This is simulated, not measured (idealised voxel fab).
The following process module bears the name voxel self aligned vias.
cross-section cut | 155 nm wide | cells 5 nm
Throughout this document, each cross-section is represented as a grid of square cells and is presented as a sequence of bands enumerated from the top downward, where a band comprises one or more rows of cells. The band entry comprises the height of the band's top followed by the height of its bottom, expressed in nm, and subsequently the band's materials from left to right, each stated together with its width in nm. Where a single material is marked with the word "full width", that material fills the band from edge to edge. The word "blank" represents empty space. The reference from which all heights are counted is 0, the level beneath which the as-received wafer is entirely one material; the lowest band, having no lower bound, proceeds downward and is written after the example "top 0, no bottom". Width spec "30 to 40" -> top row of cells at first value, bottom row at second value, equal per-row change in between. Where the words "remained unchanged" appear for a step, the cross-section shows no cell changed by that step; every cell remained as before. "Non-vented voids" contains a list of empty spaces, each no smaller than 8 cells and without an open way to the top, written in the form width x height at distance with the distance from the left edge and all three in nm. Whatever follows a step's settings on its line is a remark the simulator itself makes about that step. overlay nm: for a step with a mask, the amount by which the mask lay right of where it was planned; a negative amount means left of it.

Plan
1: RECEIVE [material Si]
2: CONFORMAL_DEP [material SiO2] [thk nm 10]
3: CONFORMAL_DEP [material SiCN] [thk nm 5]
4: DIRECTIONAL_DEP [material lowk] [thk nm 25]
5: MASKED_ETCH [tone open] [mask id LINES] [width nm 15] [pitch nm 45] [etch materials lowk] [depth nm 25] [overlay nm 0]
6: CONFORMAL_DEP [material TiN] [thk nm 5]
7: FILL_DEP [material W] [thk nm 5]
8: CMP [height nm 40]
9: SELECTIVE_ETCH [etch materials W Ru TiN] [depth nm 5]
10: FILL_DEP [material SiN] [thk nm 10]
11: CMP [height nm 40]
12: DIRECTIONAL_DEP [material lowk] [thk nm 20]
13: PATTERN [tone open] [mask id VIAS] [material resist] [width nm 30] [pitch nm 45] [thk nm 15] [overlay nm 0]
14: DIRECTIONAL_ETCH [etch materials lowk] [depth nm 20]
15: DIRECTIONAL_ETCH [etch materials SiN] [depth nm 5]
16: STRIP [etch materials resist]
17: CONFORMAL_DEP [material TiN] [thk nm 5]
18: FILL_DEP [material W] [thk nm 10]
19: CMP [height nm 60]
20: CONFORMAL_DEP [material SiN] [thk nm 5]
The width nm used in step 5 is not the same on every wafer, whereas the starting condition is; the value printed in the plan is the first wafer's.

Incoming state of the first of several wafers in cross-section: after step 1
* top 0, no bottom | Si full width
* Non-vented voids: none

Depicted here is the first of several wafers in cross-section, at module completion following the last step, step 20
* top 65, bottom 60 | SiN full width
* top 60, bottom 45 | 15 nm lowk, then 5 nm TiN, then 20 nm W, then 5 nm TiN, then 15 nm lowk, then 5 nm TiN, then 20 nm W, then 5 nm TiN, then 15 nm lowk, then 5 nm TiN, then 20 nm W, then 5 nm TiN, then 20 nm lowk
* top 45, bottom 40 | 15 nm lowk, then 15 nm TiN, then 5 nm W, then 10 nm TiN, then 15 nm lowk, then 15 nm TiN, then 5 nm W, then 10 nm TiN, then 15 nm lowk, then 15 nm TiN, then 5 nm W, then 10 nm TiN, then 20 nm lowk
* top 40, bottom 35 | 25 nm lowk, then 15 nm TiN, then 30 nm lowk, then 15 nm TiN, then 30 nm lowk, then 15 nm TiN, then 25 nm lowk
* top 35, bottom 20 | 25 nm lowk, then 5 nm TiN, then 5 nm W, then 5 nm TiN, then 30 nm lowk, then 5 nm TiN, then 5 nm W, then 5 nm TiN, then 30 nm lowk, then 5 nm TiN, then 5 nm W, then 5 nm TiN, then 25 nm lowk
* top 20, bottom 15 | 25 nm lowk, then 15 nm TiN, then 30 nm lowk, then 15 nm TiN, then 30 nm lowk, then 15 nm TiN, then 25 nm lowk
* top 15, bottom 10 | SiCN full width
* top 10, bottom 0 | SiO2 full width
* top 0, no bottom | Si full width
* Non-vented voids: none

Module end, final wafer: cross-section
* top 65, bottom 60 | SiN full width
* top 60, bottom 40 | 15 nm lowk, then 5 nm TiN, then 20 nm W, then 5 nm TiN, then 15 nm lowk, then 5 nm TiN, then 20 nm W, then 5 nm TiN, then 15 nm lowk, then 5 nm TiN, then 20 nm W, then 5 nm TiN, then 20 nm lowk
* top 40, bottom 35 | 15 nm lowk, then 30 nm TiN, then 15 nm lowk, then 30 nm TiN, then 15 nm lowk, then 30 nm TiN, then 20 nm lowk
* top 35, bottom 20 | 15 nm lowk, then 5 nm TiN, then 20 nm W, then 5 nm TiN, then 15 nm lowk, then 5 nm TiN, then 20 nm W, then 5 nm TiN, then 15 nm lowk, then 5 nm TiN, then 20 nm W, then 5 nm TiN, then 20 nm lowk
* top 20, bottom 15 | 15 nm lowk, then 30 nm TiN, then 15 nm lowk, then 30 nm TiN, then 15 nm lowk, then 30 nm TiN, then 20 nm lowk
* top 15, bottom 10 | SiCN full width
* top 10, bottom 0 | SiO2 full width
* top 0, no bottom | Si full width
* Non-vented voids: none

Each wafer at the end: cells of each material gained (+) or lost (-) since it was received, then its closed voids
width nm 15; +31 SiCN; +31 SiN; +62 SiO2; +69 TiN; +48 W; +162 lowk; Non-vented voids: none
width nm 20; +31 SiCN; +31 SiN; +62 SiO2; +72 TiN; +60 W; +147 lowk; Non-vented voids: none
width nm 25; +31 SiCN; +31 SiN; +62 SiO2; +75 TiN; +72 W; +132 lowk; Non-vented voids: none
width nm 30; +31 SiCN; +31 SiN; +62 SiO2; +78 TiN; +84 W; +117 lowk; Non-vented voids: none
